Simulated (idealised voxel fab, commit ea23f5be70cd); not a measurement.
voxel spacer lines: a process module
cross-section cut | 280 nm wide | cells 5 nm
Cross-sections here: square-cell grids, written as top-down lists of bands, a band being one or more rows of cells.
Per band: top height and bottom height in nm, followed by the left-to-right materials and their widths in nm; "everywhere" marks a single material spanning edge to edge, "blank" marks empty space.
Below 0: as-received wafer, all one material; heights counted from there. Lowest band: no bottom, goes on down, written "from 0 down".
Width: "30 to 40" (first number = top row, second number = bottom row, same change from row to row of cells).
Key: "left unchanged" - step with no changed cell in the cross-section.
The label "Cavities, sealed" introduces a list of the empty spaces, 8 cells or larger, that have no open way up to the top; each entry in it reads width x height at distance, where the distance is taken from the left edge and all three are stated in nm.
On a step's line, text after the settings is the simulator commenting on that step.
overlay nm: on a step with a mask, how far right of its planned place the mask lay; negative means left.

Process steps foreseen in the plan:
- 1: RECEIVE | material Si
- 2: CONFORMAL_DEP | material Al2O3 | thk nm 5
- 3: DIRECTIONAL_DEP | material SiN | thk nm 15
- 4: DIRECTIONAL_DEP | material polySi | thk nm 25
- 5: PATTERN | tone cover | mask id MANDREL | material resist | width nm 25 | pitch nm 70 | thk nm 30 | overlay nm 0
- 6: DIRECTIONAL_ETCH | etch materials polySi | depth nm 25
- 7: STRIP | etch materials resist
- 8: CONFORMAL_DEP | material SiO2 | thk nm 10
- 9: DIRECTIONAL_ETCH | etch materials SiO2 | depth nm 10
- 10: STRIP | etch materials polySi
- 11: DIRECTIONAL_ETCH | etch materials SiN | depth nm 15
- 12: STRIP | etch materials SiO2

First out of two wafers; run went to plan:

The cross-section here shows the wafer as received, i.e. in its state after step 1:
    from 0 down: Si everywhere
    Cavities, sealed: none

State of the wafer after step 2, shown in cross-section:
    from 5 to 0: Al2O3 everywhere
    Everything below 0 is unchanged.

State of the wafer after step 3, shown in cross-section:
    from 20 to 5: SiN everywhere
    Everything below 5 is unchanged.

State of the wafer after step 4, shown in cross-section:
    from 45 to 20: polySi everywhere
    Everything below 20 is unchanged.

State of the wafer after step 5, shown in cross-section:
    from 75 to 45: blank 55; resist 25; blank 45; resist 25; blank 45; resist 25; blank 60
    Everything below 45 is unchanged.

State of the wafer after step 6, shown in cross-section:
    from 75 to 45: blank 55; resist 25; blank 45; resist 25; blank 45; resist 25; blank 60
    from 45 to 20: blank 55; polySi 25; blank 45; polySi 25; blank 45; polySi 25; blank 60
    Everything below 20 is unchanged.

State of the wafer after step 7, shown in cross-section:
    from 45 to 20: blank 55; polySi 25; blank 45; polySi 25; blank 45; polySi 25; blank 60
    Everything below 20 is unchanged.

State of the wafer after step 8, shown in cross-section:
    from 55 to 45: blank 45; SiO2 45; blank 25; SiO2 45; blank 25; SiO2 45; blank 50
    from 45 to 30: blank 45; SiO2 10; polySi 25; SiO2 10; blank 25; SiO2 10; polySi 25; SiO2 10; blank 25; SiO2 10; polySi 25; SiO2 10; blank 50
    from 30 to 20: SiO2 55; polySi 25; SiO2 45; polySi 25; SiO2 45; polySi 25; SiO2 60
    Everything below 20 is unchanged.

State of the wafer after step 9, shown in cross-section:
    from 45 to 20: blank 45; SiO2 10; polySi 25; SiO2 10; blank 25; SiO2 10; polySi 25; SiO2 10; blank 25; SiO2 10; polySi 25; SiO2 10; blank 50
    Everything below 20 is unchanged.

State of the wafer after step 10, shown in cross-section:
    from 45 to 20: blank 45; SiO2 10; blank 25; SiO2 10; blank 25; SiO2 10; blank 25; SiO2 10; blank 25; SiO2 10; blank 25; SiO2 10; blank 50
    Everything below 20 is unchanged.

State of the wafer after step 11, shown in cross-section:
    from 45 to 20: blank 45; SiO2 10; blank 25; SiO2 10; blank 25; SiO2 10; blank 25; SiO2 10; blank 25; SiO2 10; blank 25; SiO2 10; blank 50
    from 20 to 5: blank 45; SiN 10; blank 25; SiN 10; blank 25; SiN 10; blank 25; SiN 10; blank 25; SiN 10; blank 25; SiN 10; blank 50
    Everything below 5 is unchanged.

State of the wafer after step 12, shown in cross-section:
    from 20 to 5: blank 45; SiN 10; blank 25; SiN 10; blank 25; SiN 10; blank 25; SiN 10; blank 25; SiN 10; blank 25; SiN 10; blank 50
    Everything below 5 is unchanged.

The second wafer was prepared from the same starting point and under the same plan as the first; its processing contained one mistake, and it remains indistinguishable from the first wafer up to and including step 10:

Second wafer at the planned finish of step 11, seen in cross-section:
    from 45 to 20: blank 45; SiO2 10; blank 25; SiO2 10; blank 25; SiO2 10; blank 25; SiO2 10; blank 25; SiO2 10; blank 25; SiO2 10; blank 50
    from 20 to 10: blank 45; SiN 10; blank 25; SiN 10; blank 25; SiN 10; blank 25; SiN 10; blank 25; SiN 10; blank 25; SiN 10; blank 50
    Everything below 10 is unchanged.

Second wafer at the planned finish of step 12, seen in cross-section:
    from 20 to 10: blank 45; SiN 10; blank 25; SiN 10; blank 25; SiN 10; blank 25; SiN 10; blank 25; SiN 10; blank 25; SiN 10; blank 50
    Everything below 10 is unchanged.
Diagnosis: step 11 ran as: DIRECTIONAL_ETCH | etch materials SiN | depth nm 10
Once processing is complete, comparing cell counts shows that the second wafer has more or fewer of certain materials than the first: +44 SiN
